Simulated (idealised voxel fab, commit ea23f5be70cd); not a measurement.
Process module, titled voxel self aligned contacts
Section shown: cut. Width: 285 nm. Cell size: 5 nm, square.
A cross-section in this document is a grid of square cells, and it is written down as bands, the top band listed before the ones below it; a band is made up of one or more rows of cells.
Band: top height; bottom height; in nm. Then, left to right: material with width in nm, for each material. "all across": a single material spanning edge to edge. "empty": empty space.
Below 0: as-received wafer, all one material; heights counted from there. Lowest band: no bottom, goes on down, written "0 down".
It should be noted that a width expressed as "30 to 40" varies in equal increments from row to row of cells within the band, taking the value of the first number at the top row and that of the second number at the bottom row.
What does "remains unaltered" mean for a step? It means no cell of the cross-section changed in that step.
"Entrapped void list" specifies each empty space that is not open to the top and that occupies no fewer than 8 cells, using the form width x height at distance, the distance measured from the left edge and all three quantities in nm.
It should be noted that, on the line of a given step, the content following the step's settings is a remark produced by the simulator itself with respect to that step.
overlay nm: how far to the right of its planned place the mask lay on this masked step (negative: to the left).

Process steps foreseen in the plan:
1 RECEIVE [material Si]
2 OXIDIZE [depth nm 5]
3 DIRECTIONAL_DEP [material polySi] [thk nm 20]
4 DIRECTIONAL_DEP [material SiN] [thk nm 20]
5 MASKED_ETCH [tone cover] [mask id GATE] [width nm 35] [pitch nm 80] [etch materials SiN] [depth nm 20] [overlay nm 0]
6 MASKED_ETCH [tone cover] [mask id GATE] [width nm 35] [pitch nm 80] [etch materials polySi] [depth nm 20] [overlay nm 0]
7 CONFORMAL_DEP [material SiN] [thk nm 10]
8 DIRECTIONAL_ETCH [etch materials SiN] [depth nm 10]
9 FILL_DEP [material SiO2] [thk nm 15]
10 CMP [height nm 45]
11 PATTERN [tone open] [mask id CONTACT] [material resist] [width nm 65] [thk nm 20] [overlay nm 0]
12 DIRECTIONAL_ETCH [etch materials SiO2] [depth nm 50]
13 STRIP [etch materials resist]
14 CONFORMAL_DEP [material TiN] [thk nm 5]
15 FILL_DEP [material Ru] [thk nm 10]
16 CMP [height nm 45]
17 CONFORMAL_DEP [material SiCN] [thk nm 5]

first wafer, as planned:

This is the cross-section of the wafer as we received it, i.e. after step 1:
	0 down: Si all across
	Entrapped void list: none

Presented here is a cross-section of the wafer after step 2 has been performed:
	0 to -5: SiO2 all across
	Beneath the level -5, the cross-section is identical to its previous state.

Presented here is a cross-section of the wafer after step 3 has been performed:
	20 to 0: polySi all across
	Beneath the level 0, the cross-section is identical to its previous state.

Presented here is a cross-section of the wafer after step 4 has been performed:
	40 to 20: SiN all across
	Beneath the level 20, the cross-section is identical to its previous state.

Presented here is a cross-section of the wafer after step 5 has been performed:
	40 to 20: empty: 85  SiN: 35  empty: 45  SiN: 35  empty: 85
	Beneath the level 20, the cross-section is identical to its previous state.

Presented here is a cross-section of the wafer after step 6 has been performed:
	40 to 20: empty: 85  SiN: 35  empty: 45  SiN: 35  empty: 85
	20 to 0: empty: 85  polySi: 35  empty: 45  polySi: 35  empty: 85
	Beneath the level 0, the cross-section is identical to its previous state.

Presented here is a cross-section of the wafer after step 7 has been performed:
	50 to 20: empty: 75  SiN: 55  empty: 25  SiN: 55  empty: 75
	20 to 10: empty: 75  SiN: 10  polySi: 35  SiN: 10  empty: 25  SiN: 10  polySi: 35  SiN: 10  empty: 75
	10 to 0: SiN: 85  polySi: 35  SiN: 45  polySi: 35  SiN: 85
	Beneath the level 0, the cross-section is identical to its previous state.

Presented here is a cross-section of the wafer after step 8 has been performed:
	40 to 20: empty: 75  SiN: 55  empty: 25  SiN: 55  empty: 75
	20 to 0: empty: 75  SiN: 10  polySi: 35  SiN: 10  empty: 25  SiN: 10  polySi: 35  SiN: 10  empty: 75
	Beneath the level 0, the cross-section is identical to its previous state.

Presented here is a cross-section of the wafer after step 9 has been performed:
	55 to 40: SiO2 all across
	40 to 20: SiO2: 75  SiN: 55  SiO2: 25  SiN: 55  SiO2: 75
	20 to 0: SiO2: 75  SiN: 10  polySi: 35  SiN: 10  SiO2: 25  SiN: 10  polySi: 35  SiN: 10  SiO2: 75
	Beneath the level 0, the cross-section is identical to its previous state.

Presented here is a cross-section of the wafer after step 10 has been performed:
	45 to 40: SiO2 all across
	Beneath the level 40, the cross-section is identical to its previous state.

Presented here is a cross-section of the wafer after step 11 has been performed:
	65 to 45: resist: 110  empty: 65  resist: 110
	Beneath the level 45, the cross-section is identical to its previous state.

Presented here is a cross-section of the wafer after step 12 has been performed:
	65 to 45: resist: 110  empty: 65  resist: 110
	45 to 40: SiO2: 110  empty: 65  SiO2: 110
	40 to 20: SiO2: 75  SiN: 55  empty: 25  SiN: 55  SiO2: 75
	20 to 0: SiO2: 75  SiN: 10  polySi: 35  SiN: 10  empty: 25  SiN: 10  polySi: 35  SiN: 10  SiO2: 75
	0 to -5: SiO2: 130  empty: 25  SiO2: 130
	Beneath the level -5, the cross-section is identical to its previous state.

Presented here is a cross-section of the wafer after step 13 has been performed:
	45 to 40: SiO2: 110  empty: 65  SiO2: 110
	Beneath the level 40, the cross-section is identical to its previous state.

Presented here is a cross-section of the wafer after step 14 has been performed:
	50 to 45: TiN: 115  empty: 55  TiN: 115
	45 to 40: SiO2: 110  TiN: 25  empty: 15  TiN: 25  SiO2: 110
	40 to 20: SiO2: 75  SiN: 55  TiN: 5  empty: 15  TiN: 5  SiN: 55  SiO2: 75
	20 to 0: SiO2: 75  SiN: 10  polySi: 35  SiN: 10  TiN: 5  empty: 15  TiN: 5  SiN: 10  polySi: 35  SiN: 10  SiO2: 75
	0 to -5: SiO2: 130  TiN: 25  SiO2: 130
	Beneath the level -5, the cross-section is identical to its previous state.

Presented here is a cross-section of the wafer after step 15 has been performed:
	60 to 50: Ru all across
	50 to 45: TiN: 115  Ru: 55  TiN: 115
	45 to 40: SiO2: 110  TiN: 25  Ru: 15  TiN: 25  SiO2: 110
	40 to 20: SiO2: 75  SiN: 55  TiN: 5  Ru: 15  TiN: 5  SiN: 55  SiO2: 75
	20 to 0: SiO2: 75  SiN: 10  polySi: 35  SiN: 10  TiN: 5  Ru: 15  TiN: 5  SiN: 10  polySi: 35  SiN: 10  SiO2: 75
	Beneath the level 0, the cross-section is identical to its previous state.

Presented here is a cross-section of the wafer after step 16 has been performed:
	45 to 40: SiO2: 110  TiN: 25  Ru: 15  TiN: 25  SiO2: 110
	Beneath the level 40, the cross-section is identical to its previous state.

Presented here is a cross-section of the wafer after step 17 has been performed:
	50 to 45: SiCN all across
	Beneath the level 45, the cross-section is identical to its previous state.

Second wafer: same start and same plan as the first, one execution error; identical to the first through step 10:

Cross-sectional representation of the second wafer at the time designated in the plan for the completion of step 11:
	65 to 45: empty: 110  resist: 65  empty: 110
	Beneath the level 45, the cross-section is identical to its previous state.

Cross-sectional representation of the second wafer at the time designated in the plan for the completion of step 12:
	65 to 45: empty: 110  resist: 65  empty: 110
	45 to 40: empty: 110  SiO2: 65  empty: 110
	40 to 20: empty: 75  SiN: 55  SiO2: 25  SiN: 55  empty: 75
	20 to 0: empty: 75  SiN: 10  polySi: 35  SiN: 10  SiO2: 25  SiN: 10  polySi: 35  SiN: 10  empty: 75
	0 to -5: empty: 75  SiO2: 135  empty: 75
	Beneath the level -5, the cross-section is identical to its previous state.

Cross-sectional representation of the second wafer at the time designated in the plan for the completion of step 13:
	45 to 40: empty: 110  SiO2: 65  empty: 110
	Beneath the level 40, the cross-section is identical to its previous state.

Cross-sectional representation of the second wafer at the time designated in the plan for the completion of step 14:
	50 to 45: empty: 105  TiN: 75  empty: 105
	45 to 40: empty: 70  TiN: 40  SiO2: 65  TiN: 40  empty: 70
	40 to 20: empty: 70  TiN: 5  SiN: 55  SiO2: 25  SiN: 55  TiN: 5  empty: 70
	20 to 0: empty: 70  TiN: 5  SiN: 10  polySi: 35  SiN: 10  SiO2: 25  SiN: 10  polySi: 35  SiN: 10  TiN: 5  empty: 70
	0 to -5: TiN: 75  SiO2: 135  TiN: 75
	Beneath the level -5, the cross-section is identical to its previous state.

Cross-sectional representation of the second wafer at the time designated in the plan for the completion of step 15:
	60 to 50: Ru all across
	50 to 45: Ru: 105  TiN: 75  Ru: 105
	45 to 40: Ru: 70  TiN: 40  SiO2: 65  TiN: 40  Ru: 70
	40 to 20: Ru: 70  TiN: 5  SiN: 55  SiO2: 25  SiN: 55  TiN: 5  Ru: 70
	20 to 0: Ru: 70  TiN: 5  SiN: 10  polySi: 35  SiN: 10  SiO2: 25  SiN: 10  polySi: 35  SiN: 10  TiN: 5  Ru: 70
	Beneath the level 0, the cross-section is identical to its previous state.

Cross-sectional representation of the second wafer at the time designated in the plan for the completion of step 16:
	45 to 40: Ru: 70  TiN: 40  SiO2: 65  TiN: 40  Ru: 70
	Beneath the level 40, the cross-section is identical to its previous state.

Cross-sectional representation of the second wafer at the time designated in the plan for the completion of step 17:
	50 to 45: SiCN all across
	Beneath the level 45, the cross-section is identical to its previous state.
Want to know what went wrong? so step 11 ended up running with a different setting than we planned, it ran as PATTERN [tone cover] [mask id CONTACT] [material resist] [width nm 65] [thk nm 20] [overlay nm 0]
Wafer comparison, final, in cells, second relative to first, materials more or fewer: +225 Ru, -256 SiO2, +31 TiN
